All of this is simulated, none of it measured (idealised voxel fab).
voxel self aligned vias: a process module
Xsec cut, 260 nm wide, square cell size 5 nm.
In what follows, cross-sections appear as grids of square cells, described through bands that run from the top down, where every band is one or more rows of cells. The band entry comprises the height of the band's top followed by the height of its bottom, expressed in nm, and subsequently the band's materials from left to right, each stated together with its width in nm. Where a single material is marked with the word "all across", that material fills the band from edge to edge. The word "air" represents empty space. The reference from which all heights are counted is 0, the level beneath which the as-received wafer is entirely one material; the lowest band, having no lower bound, proceeds downward and is written after the example "top 0, no bottom". It should be noted that a width expressed as "30 to 40" varies in equal increments from row to row of cells within the band, taking the value of the first number at the top row and that of the second number at the bottom row. Step marked "no alteration"? Then no cell in the cross-section changed in it. "Enclosed void inventory" lists enclosed empty spaces (at least 8 cells, no open path upward to the top), each as width x height at distance from the left edge, in nm. Formally, on a step line, whatever follows the settings is a remark that the simulator itself makes on the step. "overlay nm", when on a step's line for a step with a mask, measures how far to the right of its planned place the mask lay; a negative measure means to the left.

# Steps in the process plan
1: RECEIVE,material Si
2: CONFORMAL_DEP,material SiO2,thk nm 10
3: CONFORMAL_DEP,material SiCN,thk nm 5
4: DIRECTIONAL_DEP,material lowk,thk nm 20
5: DIRECTIONAL_DEP,material aC,thk nm 15
6: PATTERN,tone open,mask id LINES,material resist,width nm 25,pitch nm 75,thk nm 35,overlay nm 0
7: DIRECTIONAL_ETCH,etch materials aC,depth nm 15
8: STRIP,etch materials resist
9: DIRECTIONAL_ETCH,etch materials lowk,depth nm 20
10: STRIP,etch materials aC
11: CONFORMAL_DEP,material TiN,thk nm 5
12: FILL_DEP,material W,thk nm 10
13: CMP,height nm 35
14: SELECTIVE_ETCH,etch materials W Ru TiN,depth nm 5
15: FILL_DEP,material SiN,thk nm 10
16: CMP,height nm 35
17: DIRECTIONAL_DEP,material lowk,thk nm 15
18: MASKED_ETCH,tone open,mask id VIAS,width nm 45,etch materials lowk,depth nm 15,overlay nm 0
19: MASKED_ETCH,tone open,mask id VIAS,width nm 45,etch materials SiN,depth nm 5,overlay nm 0
20: CONFORMAL_DEP,material TiN,thk nm 5
21: FILL_DEP,material Cu,thk nm 5
22: CMP,height nm 50
23: CONFORMAL_DEP,material SiN,thk nm 5

# First wafer of two (run as planned)

# Here's what the wafer looked like in cross-section when it arrived - that's after step 1
	top 0, no bottom | Si all across
	Enclosed void inventory: none

# Wafer xsec, post step 2
	top 10, bottom 0 | SiO2 all across
	Below 0 it's all the same as before, nothing changed down there.

# Wafer xsec, post step 3
	top 15, bottom 10 | SiCN all across
	Below 10 it's all the same as before, nothing changed down there.

# Wafer xsec, post step 4
	top 35, bottom 15 | lowk all across
	Below 15 it's all the same as before, nothing changed down there.

# Wafer xsec, post step 5
	top 50, bottom 35 | aC all across
	Below 35 it's all the same as before, nothing changed down there.

# Wafer xsec, post step 6
	top 85, bottom 50 | 80 of resist  25 of air  50 of resist  25 of air  80 of resist
	Below 50 it's all the same as before, nothing changed down there.

# Wafer xsec, post step 7
	top 70, bottom 50 | 80 of resist  25 of air  50 of resist  25 of air  80 of resist
	top 50, bottom 35 | 80 of aC  25 of air  50 of aC  25 of air  80 of aC
	Below 35 it's all the same as before, nothing changed down there.

# Wafer xsec, post step 8
	top 50, bottom 35 | 80 of aC  25 of air  50 of aC  25 of air  80 of aC
	Below 35 it's all the same as before, nothing changed down there.

# Wafer xsec, post step 9
	top 50, bottom 35 | 80 of aC  25 of air  50 of aC  25 of air  80 of aC
	top 35, bottom 15 | 80 of lowk  25 of air  50 of lowk  25 of air  80 of lowk
	Below 15 it's all the same as before, nothing changed down there.

# Wafer xsec, post step 10
	top 35, bottom 15 | 80 of lowk  25 of air  50 of lowk  25 of air  80 of lowk
	Below 15 it's all the same as before, nothing changed down there.

# Wafer xsec, post step 11
	top 40, bottom 35 | 85 of TiN  15 of air  60 of TiN  15 of air  85 of TiN
	top 35, bottom 20 | 80 of lowk  5 of TiN  15 of air  5 of TiN  50 of lowk  5 of TiN  15 of air  5 of TiN  80 of lowk
	top 20, bottom 15 | 80 of lowk  25 of TiN  50 of lowk  25 of TiN  80 of lowk
	Below 15 it's all the same as before, nothing changed down there.

# Wafer xsec, post step 12
	top 50, bottom 40 | W all across
	top 40, bottom 35 | 85 of TiN  15 of W  60 of TiN  15 of W  85 of TiN
	top 35, bottom 20 | 80 of lowk  5 of TiN  15 of W  5 of TiN  50 of lowk  5 of TiN  15 of W  5 of TiN  80 of lowk
	Below 20 it's all the same as before, nothing changed down there.

# Wafer xsec, post step 13
	top 35, bottom 20 | 80 of lowk  5 of TiN  15 of W  5 of TiN  50 of lowk  5 of TiN  15 of W  5 of TiN  80 of lowk
	Below 20 it's all the same as before, nothing changed down there.

# Wafer xsec, post step 14
	top 35, bottom 30 | 80 of lowk  25 of air  50 of lowk  25 of air  80 of lowk
	Below 30 it's all the same as before, nothing changed down there.

# Wafer xsec, post step 15
	top 45, bottom 35 | SiN all across
	top 35, bottom 30 | 80 of lowk  25 of SiN  50 of lowk  25 of SiN  80 of lowk
	Below 30 it's all the same as before, nothing changed down there.

# Wafer xsec, post step 16
	top 35, bottom 30 | 80 of lowk  25 of SiN  50 of lowk  25 of SiN  80 of lowk
	Below 30 it's all the same as before, nothing changed down there.

# Wafer xsec, post step 17
	top 50, bottom 35 | lowk all across
	Below 35 it's all the same as before, nothing changed down there.

# Wafer xsec, post step 18
	top 50, bottom 35 | 70 of lowk  45 of air  145 of lowk
	Below 35 it's all the same as before, nothing changed down there.

# Wafer xsec, post step 19
	top 50, bottom 35 | 70 of lowk  45 of air  145 of lowk
	top 35, bottom 30 | 80 of lowk  25 of air  50 of lowk  25 of SiN  80 of lowk
	Below 30 it's all the same as before, nothing changed down there.

# Wafer xsec, post step 20
	top 55, bottom 50 | 75 of TiN  35 of air  150 of TiN
	top 50, bottom 40 | 70 of lowk  5 of TiN  35 of air  5 of TiN  145 of lowk
	top 40, bottom 35 | 70 of lowk  15 of TiN  15 of air  15 of TiN  145 of lowk
	top 35, bottom 30 | 80 of lowk  25 of TiN  50 of lowk  25 of SiN  80 of lowk
	Below 30 it's all the same as before, nothing changed down there.

# Wafer xsec, post step 21
	top 60, bottom 55 | Cu all across
	top 55, bottom 50 | 75 of TiN  35 of Cu  150 of TiN
	top 50, bottom 40 | 70 of lowk  5 of TiN  35 of Cu  5 of TiN  145 of lowk
	top 40, bottom 35 | 70 of lowk  15 of TiN  15 of Cu  15 of TiN  145 of lowk
	Below 35 it's all the same as before, nothing changed down there.

# Wafer xsec, post step 22
	top 50, bottom 40 | 70 of lowk  5 of TiN  35 of Cu  5 of TiN  145 of lowk
	Below 40 it's all the same as before, nothing changed down there.

# Wafer xsec, post step 23
	top 55, bottom 50 | SiN all across
	Below 50 it's all the same as before, nothing changed down there.

# It is to be noted that the second wafer proceeded from the same initial state and according to the same plan as the first, although one mistake was committed in its execution; through step 1, inclusive, the two wafers share an identical history

# Planned end of step 2: second wafer, cross-section
	top 5, bottom 0 | SiCN all across
	Below 0 it's all the same as before, nothing changed down there.

# Planned end of step 3: second wafer, cross-section
	top 15, bottom 5 | SiO2 all across
	Below 5 it's all the same as before, nothing changed down there.

# Planned end of step 4: second wafer, cross-section
	top 35, bottom 15 | lowk all across
	Below 15 it's all the same as before, nothing changed down there.

# Planned end of step 5: second wafer, cross-section
	top 50, bottom 35 | aC all across
	Below 35 it's all the same as before, nothing changed down there.

# Planned end of step 6: second wafer, cross-section
	top 85, bottom 50 | 80 of resist  25 of air  50 of resist  25 of air  80 of resist
	Below 50 it's all the same as before, nothing changed down there.

# Planned end of step 7: second wafer, cross-section
	top 70, bottom 50 | 80 of resist  25 of air  50 of resist  25 of air  80 of resist
	top 50, bottom 35 | 80 of aC  25 of air  50 of aC  25 of air  80 of aC
	Below 35 it's all the same as before, nothing changed down there.

# Planned end of step 8: second wafer, cross-section
	top 50, bottom 35 | 80 of aC  25 of air  50 of aC  25 of air  80 of aC
	Below 35 it's all the same as before, nothing changed down there.

# Planned end of step 9: second wafer, cross-section
	top 50, bottom 35 | 80 of aC  25 of air  50 of aC  25 of air  80 of aC
	top 35, bottom 15 | 80 of lowk  25 of air  50 of lowk  25 of air  80 of lowk
	Below 15 it's all the same as before, nothing changed down there.

# Planned end of step 10: second wafer, cross-section
	top 35, bottom 15 | 80 of lowk  25 of air  50 of lowk  25 of air  80 of lowk
	Below 15 it's all the same as before, nothing changed down there.

# Planned end of step 11: second wafer, cross-section
	top 40, bottom 35 | 85 of TiN  15 of air  60 of TiN  15 of air  85 of TiN
	top 35, bottom 20 | 80 of lowk  5 of TiN  15 of air  5 of TiN  50 of lowk  5 of TiN  15 of air  5 of TiN  80 of lowk
	top 20, bottom 15 | 80 of lowk  25 of TiN  50 of lowk  25 of TiN  80 of lowk
	Below 15 it's all the same as before, nothing changed down there.

# Planned end of step 12: second wafer, cross-section
	top 50, bottom 40 | W all across
	top 40, bottom 35 | 85 of TiN  15 of W  60 of TiN  15 of W  85 of TiN
	top 35, bottom 20 | 80 of lowk  5 of TiN  15 of W  5 of TiN  50 of lowk  5 of TiN  15 of W  5 of TiN  80 of lowk
	Below 20 it's all the same as before, nothing changed down there.

# Planned end of step 13: second wafer, cross-section
	top 35, bottom 20 | 80 of lowk  5 of TiN  15 of W  5 of TiN  50 of lowk  5 of TiN  15 of W  5 of TiN  80 of lowk
	Below 20 it's all the same as before, nothing changed down there.

# Planned end of step 14: second wafer, cross-section
	top 35, bottom 30 | 80 of lowk  25 of air  50 of lowk  25 of air  80 of lowk
	Below 30 it's all the same as before, nothing changed down there.

# Planned end of step 15: second wafer, cross-section
	top 45, bottom 35 | SiN all across
	top 35, bottom 30 | 80 of lowk  25 of SiN  50 of lowk  25 of SiN  80 of lowk
	Below 30 it's all the same as before, nothing changed down there.

# Planned end of step 16: second wafer, cross-section
	top 35, bottom 30 | 80 of lowk  25 of SiN  50 of lowk  25 of SiN  80 of lowk
	Below 30 it's all the same as before, nothing changed down there.

# Planned end of step 17: second wafer, cross-section
	top 50, bottom 35 | lowk all across
	Below 35 it's all the same as before, nothing changed down there.

# Planned end of step 18: second wafer, cross-section
	top 50, bottom 35 | 70 of lowk  45 of air  145 of lowk
	Below 35 it's all the same as before, nothing changed down there.

# Planned end of step 19: second wafer, cross-section
	top 50, bottom 35 | 70 of lowk  45 of air  145 of lowk
	top 35, bottom 30 | 80 of lowk  25 of air  50 of lowk  25 of SiN  80 of lowk
	Below 30 it's all the same as before, nothing changed down there.

# Planned end of step 20: second wafer, cross-section
	top 55, bottom 50 | 75 of TiN  35 of air  150 of TiN
	top 50, bottom 40 | 70 of lowk  5 of TiN  35 of air  5 of TiN  145 of lowk
	top 40, bottom 35 | 70 of lowk  15 of TiN  15 of air  15 of TiN  145 of lowk
	top 35, bottom 30 | 80 of lowk  25 of TiN  50 of lowk  25 of SiN  80 of lowk
	Below 30 it's all the same as before, nothing changed down there.

# Planned end of step 21: second wafer, cross-section
	top 60, bottom 55 | Cu all across
	top 55, bottom 50 | 75 of TiN  35 of Cu  150 of TiN
	top 50, bottom 40 | 70 of lowk  5 of TiN  35 of Cu  5 of TiN  145 of lowk
	top 40, bottom 35 | 70 of lowk  15 of TiN  15 of Cu  15 of TiN  145 of lowk
	Below 35 it's all the same as before, nothing changed down there.

# Planned end of step 22: second wafer, cross-section
	top 50, bottom 40 | 70 of lowk  5 of TiN  35 of Cu  5 of TiN  145 of lowk
	Below 40 it's all the same as before, nothing changed down there.

# Planned end of step 23: second wafer, cross-section
	top 55, bottom 50 | SiN all across
	Below 50 it's all the same as before, nothing changed down there.
What broke from the plan during processing? steps 2 and 3: order swapped relative to plan
In the final comparison it is observed that the number of cells assigned to each material is identical for the two wafers, whereas their placement is not.
